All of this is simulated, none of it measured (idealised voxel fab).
The process module presented herein is designated voxel tone inversion.
Section cut is 295 nm wide and gridded with 5 nm square cells.
Throughout this document, each cross-section is represented as a grid of square cells and is presented as a sequence of bands enumerated from the top downward, where a band comprises one or more rows of cells. The band entry comprises the height of the band's top followed by the height of its bottom, expressed in nm, and subsequently the band's materials from left to right, each stated together with its width in nm. Where a single material is marked with the word "edge to edge", that material fills the band from edge to edge. The word "empty" represents empty space. Convention: height 0 is the level below which the wafer, as received, is all one material. The lowest band does not terminate at the bottom but continues downward, represented as "0 and below". The expression "30 to 40" gives the width at the extremes of the band, the first number at its top row of cells and the second at its bottom row, with the width changing by equal amounts from each row to the next in between. "identical to before" means the step left every cell of the cross-section as it was. Look at "Entrapped void list" for the closed voids: empty spaces with no open path to the top, sized 8 cells or up. Each is width x height at distance, distance from the left edge, all nm. Where a step's line continues beyond its settings, the continuation is a remark by the simulator itself on that step. "overlay nm" denotes, for a step that has a mask, the displacement of the mask to the right of its planned place, with negative values corresponding to the left.
[Set out below are the planned steps of the process]
1,RECEIVE, material Si
2,CONFORMAL_DEP, material SiCN, thk nm 5
3,DIRECTIONAL_DEP, material aC, thk nm 25
4,PATTERN, tone cover, mask id POSTS, material resist, width nm 15, pitch nm 45, thk nm 35, overlay nm 0
5,DIRECTIONAL_ETCH, etch materials aC, depth nm 25
6,STRIP, etch materials resist
7,FILL_DEP, material SiO2, thk nm 5
8,CMP, height nm 30
9,STRIP, etch materials aC
Wafer-to-wafer difference: depth nm, step 5. Common start. Plan = first wafer's value.
[First wafer of several, as received: cross-section after step 1]
0 and below  Si edge to edge
Entrapped void list: none
[The table below has one row for each wafer; a row shows, as of the end of the module, how many cells of each material the wafer has gained, marked (+), or lost, marked (-), since it was received, and then the wafer's closed voids]
depth nm 25 | +59 SiCN | +250 SiO2 | Entrapped void list: none
depth nm 30 | +59 SiCN | +250 SiO2 | Entrapped void list: none
depth nm 35 | +59 SiCN | +250 SiO2 | Entrapped void list: none
depth nm 40 | +59 SiCN | +259 SiO2 | +36 aC | Entrapped void list: none
